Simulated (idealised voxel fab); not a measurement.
process module | voxel local oxidation
cross-section cut | 235 nm wide | cells 5 nm
A cross-section is a grid of square cells, given in bands from the top down. A band is one or more rows of cells.
Each band's line starts with the height of the band's top and of its bottom, in nm. Then come its materials from left to right, each with its width in nm. One material with "throughout" fills the band from edge to edge. "air" is empty space.
Height 0 is the level under which the wafer as received is all one material. The lowest band goes on downwards, as in "0 down".
A width such as "30 to 40" changes by the same amount from each row of cells to the next, from the band's top row to its bottom row.
"no change" after a step means that no cell of the cross-section changed.
closed voids: empty space of 8 cells or more with no open way to the top, each as width x height at its distance from the left edge, in nm
after a step's settings: what the simulator itself notes on the step
overlay nm, on a step with a mask: how far to the right of its planned place the mask lay; to the left if negative
plan
1 op RECEIVE | material Si
2 op OXIDIZE | depth nm 5
3 op CONFORMAL_DEP | material SiN | thk nm 15
4 op PATTERN | tone cover | mask id ACTIVE | material resist | width nm 130 | thk nm 20 | overlay nm 0
5 op DIRECTIONAL_ETCH | etch materials SiN | depth nm 15
6 op STRIP | etch materials resist
7 op SELECTIVE_ETCH | etch materials SiO2 | depth nm 5
8 op OXIDIZE | depth nm 10
9 op STRIP | etch materials SiN
as received, after step 1
  0 down: Si throughout
  closed voids: none
a wafer at the end: this start, this plan, one mistake
  0 to -5: air 55 | SiO2 125 | air 55
  -5 to -15: SiO2 65 | Si 105 | SiO2 65
  -15 down: Si throughout
  closed voids: none
what went wrong: step 4 ran as: op PATTERN | tone cover | mask id ACTIVE | material resist | width nm 135 | thk nm 20 | overlay nm 0
